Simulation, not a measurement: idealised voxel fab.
process module | voxel gate over fins
cross-section cut | 240 nm wide | cells 5 nm
A cross-section is a grid of square cells, given in bands from the top down. A band is one or more rows of cells.
Each band's line starts with the height of the band's top and of its bottom, in nm. Then come its materials from left to right, each with its width in nm. One material with "throughout" fills the band from edge to edge. "air" is empty space.
Height 0 is the level under which the wafer as received is all one material. The lowest band goes on downwards, as in "0 down".
A width such as "30 to 40" changes by the same amount from each row of cells to the next, from the band's top row to its bottom row.
"no change" after a step means that no cell of the cross-section changed.
closed voids: empty space of 8 cells or more with no open way to the top, each as width x height at its distance from the left edge, in nm
after a step's settings: what the simulator itself notes on the step
overlay nm, on a step with a mask: how far to the right of its planned place the mask lay; to the left if negative
plan
1 op RECEIVE | material Si
2 op CONFORMAL_DEP | material SiN | thk nm 10
3 op MASKED_ETCH | tone cover | mask id FINS | width nm 15 | pitch nm 50 | etch materials SiN | depth nm 10 | overlay nm 0
4 op MASKED_ETCH | tone cover | mask id FINS | width nm 15 | pitch nm 50 | etch materials Si | depth nm 40 | overlay nm 0
5 op FILL_DEP | material SiO2 | thk nm 5
6 op CMP | height nm 10
7 op MASKED_ETCH | tone open | mask id RAIL | width nm 15 | etch materials SiO2 | depth nm 45 | overlay nm 0
8 op CONFORMAL_DEP | material TiN | thk nm 5
9 op FILL_DEP | material Ru | thk nm 5
10 op CMP | height nm 10
11 op SELECTIVE_ETCH | etch materials W Ru TiN | depth nm 30
12 op FILL_DEP | material SiO2 | thk nm 5
13 op CMP | height nm 10
14 op SELECTIVE_ETCH | etch materials SiO2 | depth nm 20
15 op STRIP | etch materials SiN
16 op CONFORMAL_DEP | material HfO2 | thk nm 5
17 op CONFORMAL_DEP | material TiN | thk nm 5
18 op FILL_DEP | material W | thk nm 15
19 op CMP | height nm 20
20 op CONFORMAL_DEP | material SiN | thk nm 10
as received, after step 1
  0 down: Si throughout
  closed voids: none
first wafer at the end, as planned
  30 to 20: SiN throughout
  20 to 10: W throughout
  10 to 5: W 50 | TiN 35 | W 15 | TiN 35 | W 15 | TiN 35 | W 55
  5 to 0: W 50 | TiN 5 | HfO2 25 | TiN 5 | W 15 | TiN 5 | HfO2 25 | TiN 5 | W 15 | TiN 5 | HfO2 25 | TiN 5 | W 55
  0 to -5: TiN 55 | HfO2 5 | Si 15 | HfO2 5 | TiN 25 | HfO2 5 | Si 15 | HfO2 5 | TiN 25 | HfO2 5 | Si 15 | HfO2 5 | TiN 60
  -5 to -10: HfO2 60 | Si 15 | HfO2 35 | Si 15 | HfO2 35 | Si 15 | HfO2 65
  -10 to -20: SiO2 60 | Si 15 | SiO2 35 | Si 15 | SiO2 35 | Si 15 | SiO2 65
  -20 to -30: SiO2 60 | Si 15 | SiO2 10 | TiN 5 | Ru 5 | TiN 5 | SiO2 10 | Si 15 | SiO2 35 | Si 15 | SiO2 65
  -30 to -35: SiO2 60 | Si 15 | SiO2 10 | TiN 15 | SiO2 10 | Si 15 | SiO2 35 | Si 15 | SiO2 65
  -35 to -40: SiO2 60 | Si 15 | SiO2 35 | Si 15 | SiO2 35 | Si 15 | SiO2 65
  -40 down: Si throughout
  closed voids: none
second wafer at the end: like start, like plan, one mistake
  30 to 20: SiN throughout
  20 to 10: W throughout
  10 to 5: W 50 | TiN 35 | W 15 | TiN 35 | W 15 | TiN 35 | W 55
  5 to 0: W 50 | TiN 5 | HfO2 25 | TiN 5 | W 15 | TiN 5 | HfO2 25 | TiN 5 | W 15 | TiN 5 | HfO2 25 | TiN 5 | W 55
  0 to -5: TiN 55 | HfO2 5 | Si 15 | HfO2 5 | TiN 25 | HfO2 5 | Si 15 | HfO2 5 | TiN 25 | HfO2 5 | Si 15 | HfO2 5 | TiN 60
  -5 to -10: HfO2 60 | Si 15 | HfO2 35 | Si 15 | HfO2 35 | Si 15 | HfO2 65
  -10 to -20: SiO2 60 | Si 15 | SiO2 35 | Si 15 | SiO2 35 | Si 15 | SiO2 65
  -20 to -30: SiO2 60 | Si 15 | SiO2 20 | TiN 5 | Ru 5 | TiN 5 | Si 15 | SiO2 35 | Si 15 | SiO2 65
  -30 to -35: SiO2 60 | Si 15 | SiO2 20 | TiN 15 | Si 15 | SiO2 35 | Si 15 | SiO2 65
  -35 to -40: SiO2 60 | Si 15 | SiO2 35 | Si 15 | SiO2 35 | Si 15 | SiO2 65
  -40 down: Si throughout
  closed voids: none
what went wrong: step 7 ran as: op MASKED_ETCH | tone open | mask id RAIL | width nm 15 | etch materials SiO2 | depth nm 45 | overlay nm 10
at the end the second wafer has, in cells: as many of each material as the first, in other places
